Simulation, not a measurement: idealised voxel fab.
The following is a process module called voxel transistor to metal.
For reference, the cross-section in this document is cut, with width 200 nm and square cells of 5 nm.
We lay out every cross-section as a grid of square cells and spell it out in bands from the top down, where one band means one or more rows of cells. This entry defines a band. It first specifies the height of the band's top and the height of its bottom in nm, and then specifies the band's materials from left to right, stating each material with its width in nm. The word "edge to edge" identifies a single material that fills the band from edge to edge, while the word "air" identifies empty space. For the purposes of this specification, 0 denotes the height below which the wafer in its as-received condition is composed wholly of one material, and the lowermost band, lacking a lower limit, extends downward without end, as expressed in "0 and below". Note: "30 to 40" means the width goes from the first number (top row of the band) to the second number (bottom row) in equal steps per row of cells. The designation "nothing altered", where it is given for a processing step, indicates that no cell of the cross-section was altered in the course of that step. "Closed void register" lists enclosed empty spaces (at least 8 cells, no open path upward to the top), each as width x height at distance from the left edge, in nm. Text after the settings on a step's line: the simulator's own remark on that step. If you see "overlay nm" on a step's line and that step has a mask, it's telling you how far right of where it was planned the mask ended up; a negative number means it went left instead. Pairs from here to the end. Each: cross-section before one process step, cross-section after it, the latter only as far down as the lowest band that changed. Under each: the step between, and its settings. Mind that the pairs may be taken from different runs of this module on the same starting wafer; whether a pair continues from the pair above depends on its entry headed "Preceding state", and it does only where that entry says so.

Preceding state:
* 60 down to 55 = 80 of air, then 35 of SiO2, then 85 of air
* 55 down to 40 = 80 of air, then 5 of SiO2, then 25 of SiCN, then 5 of SiO2, then 85 of air
* 40 down to 15 = 80 of air, then 5 of SiO2, then 25 of polySi, then 5 of SiO2, then 85 of air
* 15 down to 10 = 35 of air, then 50 of SiO2, then 25 of polySi, then 50 of SiO2, then 40 of air
* 10 down to 5 = 35 of air, then 125 of SiO2, then 40 of air
* 5 down to -5 = SiO2 edge to edge
* -5 down to -30 = 30 of Si, then 135 of SiO2, then 35 of Si
* -30 and below = Si edge to edge
* Closed void register: none

After the Step:
* 55 down to 40 = 80 of air, then 5 of SiO2, then 25 of SiCN, then 5 of SiO2, then 85 of air
* 40 down to 10 = 80 of air, then 5 of SiO2, then 25 of polySi, then 5 of SiO2, then 85 of air
* 10 down to 0 = 35 of air, then 125 of SiO2, then 40 of air
* Whatever lies below 0 is exactly as it was before.
* Closed void register: none
Process step bridging the above cross-sections: DIRECTIONAL_ETCH | etch materials SiO2 | depth nm 5

Preceding state: as in the pair right above, post-step view.

After the Step:
* 60 down to 55 = 75 of air, then 45 of SiN, then 80 of air
* 55 down to 40 = 75 of air, then 5 of SiN, then 5 of SiO2, then 25 of SiCN, then 5 of SiO2, then 5 of SiN, then 80 of air
* 40 down to 15 = 75 of air, then 5 of SiN, then 5 of SiO2, then 25 of polySi, then 5 of SiO2, then 5 of SiN, then 80 of air
* 15 down to 10 = 30 of air, then 50 of SiN, then 5 of SiO2, then 25 of polySi, then 5 of SiO2, then 50 of SiN, then 35 of air
* 10 down to 5 = 30 of air, then 5 of SiN, then 125 of SiO2, then 5 of SiN, then 35 of air
* 5 down to 0 = 35 of SiN, then 125 of SiO2, then 40 of SiN
* Whatever lies below 0 is exactly as it was before.
* Closed void register: none
Process step bridging the above cross-sections: CONFORMAL_DEP | material SiN | thk nm 5

Preceding state: as in the pair right above, post-step view.

After the Step:
* 55 down to 40 = 75 of air, then 5 of SiN, then 5 of SiO2, then 25 of SiCN, then 5 of SiO2, then 5 of SiN, then 80 of air
* 40 down to 10 = 75 of air, then 5 of SiN, then 5 of SiO2, then 25 of polySi, then 5 of SiO2, then 5 of SiN, then 80 of air
* 10 down to 0 = 30 of air, then 5 of SiN, then 125 of SiO2, then 5 of SiN, then 35 of air
* Whatever lies below 0 is exactly as it was before.
* Closed void register: none
Process step bridging the above cross-sections: DIRECTIONAL_ETCH | etch materials SiN | depth nm 5

Preceding state: as in the pair right above, post-step view.

After the Step:
* 55 down to 50 = 75 of air, then 5 of SiN, then 5 of air, then 25 of SiCN, then 5 of air, then 5 of SiN, then 80 of air
* 50 down to 40 = 75 of air, then 5 of SiN, then 5 of SiO2, then 25 of SiCN, then 5 of SiO2, then 5 of SiN, then 80 of air
* 40 down to 10 = 75 of air, then 5 of SiN, then 5 of SiO2, then 25 of polySi, then 5 of SiO2, then 5 of SiN, then 80 of air
* 10 down to 5 = 30 of air, then 5 of SiN, then 40 of air, then 45 of SiO2, then 40 of air, then 5 of SiN, then 35 of air
* 5 down to 0 = 30 of air, then 5 of SiN, then 125 of SiO2, then 5 of SiN, then 35 of air
* 0 down to -5 = 30 of air, then 135 of SiO2, then 35 of air
* Whatever lies below -5 is exactly as it was before.
* Closed void register: none
Process step bridging the above cross-sections: DIRECTIONAL_ETCH | etch materials SiO2 | depth nm 5

Preceding state: as in the pair right above, post-step view.

After the Step:
* 55 down to 50 = 75 of air, then 5 of SiN, then 5 of air, then 25 of SiCN, then 5 of air, then 5 of SiN, then 80 of air
* 50 down to 40 = 75 of air, then 5 of SiN, then 5 of SiO2, then 25 of SiCN, then 5 of SiO2, then 5 of SiN, then 80 of air
* 40 down to 10 = 75 of air, then 5 of SiN, then 5 of SiO2, then 25 of polySi, then 5 of SiO2, then 5 of SiN, then 80 of air
* 10 down to 5 = 30 of air, then 5 of SiN, then 40 of air, then 45 of SiO2, then 40 of air, then 5 of SiN, then 35 of air
* 5 down to 0 = 30 of air, then 5 of SiN, then 125 of SiO2, then 5 of SiN, then 35 of air
* 0 down to -20 = 30 of air, then 135 of SiO2, then 35 of air
* Whatever lies below -20 is exactly as it was before.
* Closed void register: none
Process step bridging the above cross-sections: DIRECTIONAL_ETCH | etch materials Si | depth nm 15

Preceding state: as in the pair right above, post-step view.

After the Step:
* 55 down to 50 = 75 of air, then 5 of SiN, then 5 of air, then 25 of SiCN, then 5 of air, then 5 of SiN, then 80 of air
* 50 down to 40 = 75 of air, then 5 of SiN, then 5 of SiO2, then 25 of SiCN, then 5 of SiO2, then 5 of SiN, then 80 of air
* 40 down to 10 = 75 of air, then 5 of SiN, then 5 of SiO2, then 25 of polySi, then 5 of SiO2, then 5 of SiN, then 80 of air
* 10 down to 5 = 30 of air, then 5 of SiN, then 40 of air, then 45 of SiO2, then 40 of air, then 5 of SiN, then 35 of air
* 5 down to 0 = 30 of air, then 5 of SiN, then 125 of SiO2, then 5 of SiN, then 35 of air
* 0 down to -20 = 30 of SiGe, then 135 of SiO2, then 35 of SiGe
* Whatever lies below -20 is exactly as it was before.
* Closed void register: none
Process step bridging the above cross-sections: EPI | material SiGe | thk nm 20

Preceding state: as in the pair right above, post-step view.

After the Step:
* 65 down to 55 = SiO2 edge to edge
* 55 down to 40 = 75 of SiO2, then 5 of SiN, then 5 of SiO2, then 25 of SiCN, then 5 of SiO2, then 5 of SiN, then 80 of SiO2
* 40 down to 10 = 75 of SiO2, then 5 of SiN, then 5 of SiO2, then 25 of polySi, then 5 of SiO2, then 5 of SiN, then 80 of SiO2
* 10 down to 0 = 30 of SiO2, then 5 of SiN, then 125 of SiO2, then 5 of SiN, then 35 of SiO2
* Whatever lies below 0 is exactly as it was before.
* Closed void register: none
Process step bridging the above cross-sections: FILL_DEP | material SiO2 | thk nm 10

Preceding state: as in the pair right above, post-step view.

After the Step:
* 45 down to 40 = 75 of SiO2, then 5 of SiN, then 5 of SiO2, then 25 of SiCN, then 5 of SiO2, then 5 of SiN, then 80 of SiO2
* Whatever lies below 40 is exactly as it was before.
* Closed void register: none
Process step bridging the above cross-sections: CMP | height nm 45

Preceding state: as in the pair right above, post-step view.

After the Step:
* 60 down to 45 = SiO2 edge to edge
* Whatever lies below 45 is exactly as it was before.
* Closed void register: none
Process step bridging the above cross-sections: DIRECTIONAL_DEP | material SiO2 | thk nm 15

Preceding state: as in the pair right above, post-step view.

After the Step:
* 60 down to 45 = 45 of SiO2, then 20 of air, then 65 of SiO2, then 20 of air, then 50 of SiO2
* 45 down to 40 = 45 of SiO2, then 20 of air, then 10 of SiO2, then 5 of SiN, then 5 of SiO2, then 25 of SiCN, then 5 of SiO2, then 5 of SiN, then 10 of SiO2, then 20 of air, then 50 of SiO2
* 40 down to 10 = 45 of SiO2, then 20 of air, then 10 of SiO2, then 5 of SiN, then 5 of SiO2, then 25 of polySi, then 5 of SiO2, then 5 of SiN, then 10 of SiO2, then 20 of air, then 50 of SiO2
* 10 down to 0 = 30 of SiO2, then 5 of SiN, then 10 of SiO2, then 20 of air, then 65 of SiO2, then 20 of air, then 10 of SiO2, then 5 of SiN, then 35 of SiO2
* Whatever lies below 0 is exactly as it was before.
* Closed void register: none
Process step bridging the above cross-sections: MASKED_ETCH | tone open | mask id CONTACT | width nm 20 | pitch nm 85 | etch materials SiO2 | depth nm 60 | overlay nm 0

Preceding state: as in the pair right above, post-step view.

After the Step:
* 65 down to 60 = 50 of TiN, then 10 of air, then 75 of TiN, then 10 of air, then 55 of TiN
* 60 down to 45 = 45 of SiO2, then 5 of TiN, then 10 of air, then 5 of TiN, then 65 of SiO2, then 5 of TiN, then 10 of air, then 5 of TiN, then 50 of SiO2
* 45 down to 40 = 45 of SiO2, then 5 of TiN, then 10 of air, then 5 of TiN, then 10 of SiO2, then 5 of SiN, then 5 of SiO2, then 25 of SiCN, then 5 of SiO2, then 5 of SiN, then 10 of SiO2, then 5 of TiN, then 10 of air, then 5 of TiN, then 50 of SiO2
* 40 down to 10 = 45 of SiO2, then 5 of TiN, then 10 of air, then 5 of TiN, then 10 of SiO2, then 5 of SiN, then 5 of SiO2, then 25 of polySi, then 5 of SiO2, then 5 of SiN, then 10 of SiO2, then 5 of TiN, then 10 of air, then 5 of TiN, then 50 of SiO2
* 10 down to 5 = 30 of SiO2, then 5 of SiN, then 10 of SiO2, then 5 of TiN, then 10 of air, then 5 of TiN, then 65 of SiO2, then 5 of TiN, then 10 of air, then 5 of TiN, then 10 of SiO2, then 5 of SiN, then 35 of SiO2
* 5 down to 0 = 30 of SiO2, then 5 of SiN, then 10 of SiO2, then 20 of TiN, then 65 of SiO2, then 20 of TiN, then 10 of SiO2, then 5 of SiN, then 35 of SiO2
* Whatever lies below 0 is exactly as it was before.
* Closed void register: none
Process step bridging the above cross-sections: CONFORMAL_DEP | material TiN | thk nm 5

Preceding state: as in the pair right above, post-step view.

After the Step:
* 75 down to 65 = Ru edge to edge
* 65 down to 60 = 50 of TiN, then 10 of Ru, then 75 of TiN, then 10 of Ru, then 55 of TiN
* 60 down to 45 = 45 of SiO2, then 5 of TiN, then 10 of Ru, then 5 of TiN, then 65 of SiO2, then 5 of TiN, then 10 of Ru, then 5 of TiN, then 50 of SiO2
* 45 down to 40 = 45 of SiO2, then 5 of TiN, then 10 of Ru, then 5 of TiN, then 10 of SiO2, then 5 of SiN, then 5 of SiO2, then 25 of SiCN, then 5 of SiO2, then 5 of SiN, then 10 of SiO2, then 5 of TiN, then 10 of Ru, then 5 of TiN, then 50 of SiO2
* 40 down to 10 = 45 of SiO2, then 5 of TiN, then 10 of Ru, then 5 of TiN, then 10 of SiO2, then 5 of SiN, then 5 of SiO2, then 25 of polySi, then 5 of SiO2, then 5 of SiN, then 10 of SiO2, then 5 of TiN, then 10 of Ru, then 5 of TiN, then 50 of SiO2
* 10 down to 5 = 30 of SiO2, then 5 of SiN, then 10 of SiO2, then 5 of TiN, then 10 of Ru, then 5 of TiN, then 65 of SiO2, then 5 of TiN, then 10 of Ru, then 5 of TiN, then 10 of SiO2, then 5 of SiN, then 35 of SiO2
* Whatever lies below 5 is exactly as it was before.
* Closed void register: none
Process step bridging the above cross-sections: FILL_DEP | material Ru | thk nm 10

Preceding state: as in the pair right above, post-step view.

After the Step:
* 60 down to 45 = 45 of SiO2, then 5 of TiN, then 10 of Ru, then 5 of TiN, then 65 of SiO2, then 5 of TiN, then 10 of Ru, then 5 of TiN, then 50 of SiO2
* Whatever lies below 45 is exactly as it was before.
* Closed void register: none
Process step bridging the above cross-sections: CMP | height nm 60

Preceding state: as in the pair right above, post-step view.

After the Step:
* 65 down to 60 = SiCN edge to edge
* Whatever lies below 60 is exactly as it was before.
* Closed void register: none
Process step bridging the above cross-sections: CONFORMAL_DEP | material SiCN | thk nm 5

Preceding state: as in the pair right above, post-step view.

After the Step:
* 90 down to 65 = SiO2 edge to edge
* Whatever lies below 65 is exactly as it was before.
* Closed void register: none
Process step bridging the above cross-sections: DIRECTIONAL_DEP | material SiO2 | thk nm 25

Preceding state: as in the pair right above, post-step view.

After the Step:
* 105 down to 90 = aC edge to edge
* Whatever lies below 90 is exactly as it was before.
* Closed void register: none
Process step bridging the above cross-sections: DIRECTIONAL_DEP | material aC | thk nm 15

Preceding state: as in the pair right above, post-step view.

After the Step:
* 135 down to 105 = 45 of resist, then 20 of air, then 65 of resist, then 20 of air, then 50 of resist
* Whatever lies below 105 is exactly as it was before.
* Closed void register: none
Process step bridging the above cross-sections: PATTERN | tone open | mask id METAL_1 | material resist | width nm 20 | pitch nm 85 | thk nm 30 | overlay nm 0

Preceding state: as in the pair right above, post-step view.

After the Step:
* 120 down to 105 = 45 of resist, then 20 of air, then 65 of resist, then 20 of air, then 50 of resist
* 105 down to 90 = 45 of aC, then 20 of air, then 65 of aC, then 20 of air, then 50 of aC
* Whatever lies below 90 is exactly as it was before.
* Closed void register: none
Process step bridging the above cross-sections: DIRECTIONAL_ETCH | etch materials aC | depth nm 15

Preceding state: as in the pair right above, post-step view.

After the Step:
* 105 down to 90 = 45 of aC, then 20 of air, then 65 of aC, then 20 of air, then 50 of aC
* Whatever lies below 90 is exactly as it was before.
* Closed void register: none
Process step bridging the above cross-sections: STRIP | etch materials resist

Preceding state: as in the pair right above, post-step view.

After the Step:
* 105 down to 90 = 45 of aC, then 20 of air, then 65 of aC, then 20 of air, then 50 of aC
* 90 down to 65 = 45 of SiO2, then 20 of air, then 65 of SiO2, then 20 of air, then 50 of SiO2
* Whatever lies below 65 is exactly as it was before.
* Closed void register: none
Process step bridging the above cross-sections: DIRECTIONAL_ETCH | etch materials SiO2 | depth nm 25

Preceding state: as in the pair right above, post-step view.

After the Step:
* 105 down to 90 = 45 of aC, then 20 of air, then 65 of aC, then 20 of air, then 50 of aC
* 90 down to 65 = 45 of SiO2, then 20 of air, then 65 of SiO2, then 20 of air, then 50 of SiO2
* 65 down to 60 = 45 of SiCN, then 20 of air, then 65 of SiCN, then 20 of air, then 50 of SiCN
* Whatever lies below 60 is exactly as it was before.
* Closed void register: none
Process step bridging the above cross-sections: DIRECTIONAL_ETCH | etch materials SiCN | depth nm 5

Preceding state: as in the pair right above, post-step view.

After the Step:
* 90 down to 65 = 45 of SiO2, then 20 of air, then 65 of SiO2, then 20 of air, then 50 of SiO2
* Whatever lies below 65 is exactly as it was before.
* Closed void register: none
Process step bridging the above cross-sections: STRIP | etch materials aC

Preceding state: as in the pair right above, post-step view.

After the Step:
* 95 down to 90 = 50 of TiN, then 10 of air, then 75 of TiN, then 10 of air, then 55 of TiN
* 90 down to 65 = 45 of SiO2, then 5 of TiN, then 10 of air, then 5 of TiN, then 65 of SiO2, then 5 of TiN, then 10 of air, then 5 of TiN, then 50 of SiO2
* 65 down to 60 = 45 of SiCN, then 20 of TiN, then 65 of SiCN, then 20 of TiN, then 50 of SiCN
* Whatever lies below 60 is exactly as it was before.
* Closed void register: none
Process step bridging the above cross-sections: CONFORMAL_DEP | material TiN | thk nm 5

Preceding state: as in the pair right above, post-step view.

After the Step:
* 105 down to 95 = Ru edge to edge
* 95 down to 90 = 50 of TiN, then 10 of Ru, then 75 of TiN, then 10 of Ru, then 55 of TiN
* 90 down to 65 = 45 of SiO2, then 5 of TiN, then 10 of Ru, then 5 of TiN, then 65 of SiO2, then 5 of TiN, then 10 of Ru, then 5 of TiN, then 50 of SiO2
* Whatever lies below 65 is exactly as it was before.
* Closed void register: none
Process step bridging the above cross-sections: FILL_DEP | material Ru | thk nm 10

Preceding state: as in the pair right above, post-step view.

After the Step:
* 90 down to 65 = 45 of SiO2, then 5 of TiN, then 10 of Ru, then 5 of TiN, then 65 of SiO2, then 5 of TiN, then 10 of Ru, then 5 of TiN, then 50 of SiO2
* Whatever lies below 65 is exactly as it was before.
* Closed void register: none
Process step bridging the above cross-sections: CMP | height nm 90

Preceding state: as in the pair right above, post-step view.

After the Step:
* 95 down to 90 = SiCN edge to edge
* Whatever lies below 90 is exactly as it was before.
* Closed void register: none
Process step bridging the above cross-sections: CONFORMAL_DEP | material SiCN | thk nm 5
